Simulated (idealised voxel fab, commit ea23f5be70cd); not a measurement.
process module | voxel spacer lines
cross-section cut | 190 nm wide | cells 5 nm
A cross-section is a grid of square cells, given in bands from the top down. A band is one or more rows of cells.
Each band's line starts with the height of the band's top and of its bottom, in nm. Then come its materials from left to right, each with its width in nm. One material with "throughout" fills the band from edge to edge. "air" is empty space.
Height 0 is the level under which the wafer as received is all one material. The lowest band goes on downwards, as in "0 down".
A width such as "30 to 40" changes by the same amount from each row of cells to the next, from the band's top row to its bottom row.
"no change" after a step means that no cell of the cross-section changed.
closed voids: empty space of 8 cells or more with no open way to the top, each as width x height at its distance from the left edge, in nm
after a step's settings: what the simulator itself notes on the step
overlay nm, on a step with a mask: how far to the right of its planned place the mask lay; to the left if negative
plan
1 op RECEIVE | material Si
2 op CONFORMAL_DEP | material Al2O3 | thk nm 10
3 op DIRECTIONAL_DEP | material TiN | thk nm 10
4 op DIRECTIONAL_DEP | material aC | thk nm 30
5 op PATTERN | tone cover | mask id MANDREL | material resist | width nm 15 | pitch nm 50 | thk nm 40 | overlay nm 0
6 op DIRECTIONAL_ETCH | etch materials aC | depth nm 30
7 op STRIP | etch materials resist
8 op CONFORMAL_DEP | material SiN | thk nm 10
9 op DIRECTIONAL_ETCH | etch materials SiN | depth nm 10
10 op STRIP | etch materials aC
11 op DIRECTIONAL_ETCH | etch materials TiN | depth nm 10
12 op STRIP | etch materials SiN
as received, after step 1
  0 down: Si throughout
  closed voids: none
a wafer at the end: this start, this plan, one mistake
  20 to 10: air 50 | TiN 10 | air 15 | TiN 10 | air 15 | TiN 10 | air 15 | TiN 10 | air 55
  10 to 0: aC throughout
  0 down: Si throughout
  closed voids: none
what went wrong: step 2 ran as: op CONFORMAL_DEP | material aC | thk nm 10
